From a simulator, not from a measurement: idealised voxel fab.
voxel gate over fins: a process module
The cross-section shown here is cut; it is 275 nm wide and divided into square cells measuring 5 nm on a side.
Notation: cross-section as square-cell grid; stated in bands, top first, going down; one or more cell rows per band.
Read a band's entry like this: the first values are the height of its top and the height of its bottom in nm, and what follows is the sequence of materials from left to right, each with its width in nm. Note that "blank" is empty space, and that a single material marked "everywhere" reaches across the band from edge to edge.
All heights in this document are referenced to 0, defined as the level beneath which the wafer, as received, consists entirely of one material. The lowest band is not bounded below; it extends indefinitely downward and is written in the form "0 -> down".
Top row gets the first number, bottom row gets the second, and each row in between changes by the same step: that is how a band width like "30..40" works.
Any step labelled "stayed the same" changed none of the cells in the cross-section.
Entry "Entrapped void list" = empty spaces >= 8 cells with no open way to the top; each as width x height at distance, distance from left edge, all nm.
Text after the settings on a step's line: the simulator's own remark on that step.
The "overlay nm" setting may appear on a step's line; for a step that uses a mask, it gives how far to the right of its planned position the mask lay, and a negative value indicates the left.
So here's the lineup of process steps we planned
| 1 | op RECEIVE | material Si |
| 2 | op CONFORMAL_DEP | material SiN | thk nm 10 |
| 3 | op MASKED_ETCH | tone cover | mask id FINS | width nm 15 | pitch nm 40 | etch materials SiN | depth nm 10 | overlay nm 0 |
| 4 | op MASKED_ETCH | tone cover | mask id FINS | width nm 15 | pitch nm 40 | etch materials Si | depth nm 30 | overlay nm 0 |
| 5 | op OXIDIZE | depth nm 5 |
| 6 | op FILL_DEP | material SiO2 | thk nm 10 |
| 7 | op CMP | height nm 10 |
| 8 | op SELECTIVE_ETCH | etch materials SiO2 | depth nm 25 |
| 9 | op STRIP | etch materials SiN |
| 10 | op CONFORMAL_DEP | material HfO2 | thk nm 5 |
| 11 | op CONFORMAL_DEP | material TiN | thk nm 5 |
| 12 | op FILL_DEP | material W | thk nm 10 |
| 13 | op CMP | height nm 15 |
| 14 | op CONFORMAL_DEP | material SiCN | thk nm 10 |
The first of the two wafers, which ran as planned
Wafer cross-section on receipt, i.e. after step 1
* 0 -> down = Si everywhere
* Entrapped void list: none
Once step 2 is through, the wafer looks like this in cross-section
* 10 -> 0 = SiN everywhere
* Anything lower than 0 is untouched.
Once step 3 is through, the wafer looks like this in cross-section
* 10 -> 0 = 110 blank / 15 SiN / 25 blank / 15 SiN / 110 blank
* Anything lower than 0 is untouched.
Once step 4 is through, the wafer looks like this in cross-section
* 10 -> 0 = 110 blank / 15 SiN / 25 blank / 15 SiN / 110 blank
* 0 -> -30 = 110 blank / 15 Si / 25 blank / 15 Si / 110 blank
* Anything lower than -30 is untouched.
Once step 5 is through, the wafer looks like this in cross-section
* 10 -> 0 = 110 blank / 15 SiN / 25 blank / 15 SiN / 110 blank
* 0 -> -30 = 110 blank / 5 SiO2 / 5 Si / 5 SiO2 / 25 blank / 5 SiO2 / 5 Si / 5 SiO2 / 110 blank
* -30 -> -35 = 115 SiO2 / 5 Si / 35 SiO2 / 5 Si / 115 SiO2
* Anything lower than -35 is untouched.
Once step 6 is through, the wafer looks like this in cross-section
* 20 -> 10 = SiO2 everywhere
* 10 -> 0 = 110 SiO2 / 15 SiN / 25 SiO2 / 15 SiN / 110 SiO2
* 0 -> -35 = 115 SiO2 / 5 Si / 35 SiO2 / 5 Si / 115 SiO2
* Anything lower than -35 is untouched.
Once step 7 is through, the wafer looks like this in cross-section
* 10 -> 0 = 110 SiO2 / 15 SiN / 25 SiO2 / 15 SiN / 110 SiO2
* Anything lower than 0 is untouched.
Once step 8 is through, the wafer looks like this in cross-section
* 10 -> 0 = 110 blank / 15 SiN / 25 blank / 15 SiN / 110 blank
* 0 -> -15 = 115 blank / 5 Si / 35 blank / 5 Si / 115 blank
* Anything lower than -15 is untouched.
Once step 9 is through, the wafer looks like this in cross-section
* 0 -> -15 = 115 blank / 5 Si / 35 blank / 5 Si / 115 blank
* Anything lower than -15 is untouched.
Once step 10 is through, the wafer looks like this in cross-section
* 5 -> 0 = 110 blank / 15 HfO2 / 25 blank / 15 HfO2 / 110 blank
* 0 -> -10 = 110 blank / 5 HfO2 / 5 Si / 5 HfO2 / 25 blank / 5 HfO2 / 5 Si / 5 HfO2 / 110 blank
* -10 -> -15 = 115 HfO2 / 5 Si / 35 HfO2 / 5 Si / 115 HfO2
* Anything lower than -15 is untouched.
Once step 11 is through, the wafer looks like this in cross-section
* 10 -> 5 = 105 blank / 25 TiN / 15 blank / 25 TiN / 105 blank
* 5 -> 0 = 105 blank / 5 TiN / 15 HfO2 / 5 TiN / 15 blank / 5 TiN / 15 HfO2 / 5 TiN / 105 blank
* 0 -> -5 = 105 blank / 5 TiN / 5 HfO2 / 5 Si / 5 HfO2 / 5 TiN / 15 blank / 5 TiN / 5 HfO2 / 5 Si / 5 HfO2 / 5 TiN / 105 blank
* -5 -> -10 = 110 TiN / 5 HfO2 / 5 Si / 5 HfO2 / 25 TiN / 5 HfO2 / 5 Si / 5 HfO2 / 110 TiN
* Anything lower than -10 is untouched.
Once step 12 is through, the wafer looks like this in cross-section
* 20 -> 10 = W everywhere
* 10 -> 5 = 105 W / 25 TiN / 15 W / 25 TiN / 105 W
* 5 -> 0 = 105 W / 5 TiN / 15 HfO2 / 5 TiN / 15 W / 5 TiN / 15 HfO2 / 5 TiN / 105 W
* 0 -> -5 = 105 W / 5 TiN / 5 HfO2 / 5 Si / 5 HfO2 / 5 TiN / 15 W / 5 TiN / 5 HfO2 / 5 Si / 5 HfO2 / 5 TiN / 105 W
* Anything lower than -5 is untouched.
Once step 13 is through, the wafer looks like this in cross-section
* 15 -> 10 = W everywhere
* Anything lower than 10 is untouched.
Once step 14 is through, the wafer looks like this in cross-section
* 25 -> 15 = SiCN everywhere
* Anything lower than 15 is untouched.
The second wafer was prepared from the same starting point and under the same plan as the first; its processing contained one mistake, and it remains indistinguishable from the first wafer up to and including step 2
The second wafer cut through, at the time step 3 was supposed to be finished
* 10 -> 0 = 115 blank / 15 SiN / 25 blank / 15 SiN / 105 blank
* Anything lower than 0 is untouched.
The second wafer cut through, at the time step 4 was supposed to be finished
* 10 -> 0 = 115 blank / 15 SiN / 25 blank / 15 SiN / 105 blank
* 0 -> -30 = 110 blank / 20 Si / 20 blank / 20 Si / 105 blank
* Anything lower than -30 is untouched.
The second wafer cut through, at the time step 5 was supposed to be finished
* 10 -> 0 = 115 blank / 15 SiN / 25 blank / 15 SiN / 105 blank
* 0 -> -5 = 110 blank / 10 SiO2 / 5 Si / 5 SiO2 / 20 blank / 10 SiO2 / 5 Si / 5 SiO2 / 105 blank
* -5 -> -30 = 110 blank / 5 SiO2 / 10 Si / 5 SiO2 / 20 blank / 5 SiO2 / 10 Si / 5 SiO2 / 105 blank
* -30 -> -35 = 115 SiO2 / 10 Si / 30 SiO2 / 10 Si / 110 SiO2
* Anything lower than -35 is untouched.
The second wafer cut through, at the time step 6 was supposed to be finished
* 20 -> 10 = SiO2 everywhere
* 10 -> 0 = 115 SiO2 / 15 SiN / 25 SiO2 / 15 SiN / 105 SiO2
* 0 -> -5 = 120 SiO2 / 5 Si / 35 SiO2 / 5 Si / 110 SiO2
* -5 -> -35 = 115 SiO2 / 10 Si / 30 SiO2 / 10 Si / 110 SiO2
* Anything lower than -35 is untouched.
The second wafer cut through, at the time step 7 was supposed to be finished
* 10 -> 0 = 115 SiO2 / 15 SiN / 25 SiO2 / 15 SiN / 105 SiO2
* Anything lower than 0 is untouched.
The second wafer cut through, at the time step 8 was supposed to be finished
* 10 -> 0 = 115 blank / 15 SiN / 25 blank / 15 SiN / 105 blank
* 0 -> -5 = 120 blank / 5 Si / 35 blank / 5 Si / 110 blank
* -5 -> -15 = 115 blank / 10 Si / 30 blank / 10 Si / 110 blank
* Anything lower than -15 is untouched.
The second wafer cut through, at the time step 9 was supposed to be finished
* 0 -> -5 = 120 blank / 5 Si / 35 blank / 5 Si / 110 blank
* Anything lower than -5 is untouched.
The second wafer cut through, at the time step 10 was supposed to be finished
* 5 -> 0 = 115 blank / 15 HfO2 / 25 blank / 15 HfO2 / 105 blank
* 0 -> -10 = 110 blank / 10..5 HfO2 / 5..10 Si / 5 HfO2 / 20 blank / 10..5 HfO2 / 5..10 Si / 5 HfO2 / 105 blank
* -10 -> -15 = 115 HfO2 / 10 Si / 30 HfO2 / 10 Si / 110 HfO2
* Anything lower than -15 is untouched.
The second wafer cut through, at the time step 11 was supposed to be finished
* 10 -> 5 = 110 blank / 25 TiN / 15 blank / 25 TiN / 100 blank
* 5 -> 0 = 105 blank / 10 TiN / 15 HfO2 / 5 TiN / 10 blank / 10 TiN / 15 HfO2 / 5 TiN / 100 blank
* 0 -> -5 = 105 blank / 5 TiN / 10 HfO2 / 5 Si / 5 HfO2 / 5 TiN / 10 blank / 5 TiN / 10 HfO2 / 5 Si / 5 HfO2 / 5 TiN / 100 blank
* -5 -> -10 = 110 TiN / 5 HfO2 / 10 Si / 5 HfO2 / 20 TiN / 5 HfO2 / 10 Si / 5 HfO2 / 105 TiN
* Anything lower than -10 is untouched.
The second wafer cut through, at the time step 12 was supposed to be finished
* 20 -> 10 = W everywhere
* 10 -> 5 = 110 W / 25 TiN / 15 W / 25 TiN / 100 W
* 5 -> 0 = 105 W / 10 TiN / 15 HfO2 / 5 TiN / 10 W / 10 TiN / 15 HfO2 / 5 TiN / 100 W
* 0 -> -5 = 105 W / 5 TiN / 10 HfO2 / 5 Si / 5 HfO2 / 5 TiN / 10 W / 5 TiN / 10 HfO2 / 5 Si / 5 HfO2 / 5 TiN / 100 W
* Anything lower than -5 is untouched.
The second wafer cut through, at the time step 13 was supposed to be finished
* 15 -> 10 = W everywhere
* Anything lower than 10 is untouched.
The second wafer cut through, at the time step 14 was supposed to be finished
* 25 -> 15 = SiCN everywhere
* Anything lower than 15 is untouched.
The mistake made against the process plan was this: step 3 was run on a setting that differed from the plan, and what really ran there is op MASKED_ETCH | tone cover | mask id FINS | width nm 15 | pitch nm 40 | etch materials SiN | depth nm 10 | overlay nm 5
Final tally in cells, some materials are higher or lower on the second wafer than on the first: Si: 12 more; SiO2: 8 fewer; W: 4 fewer
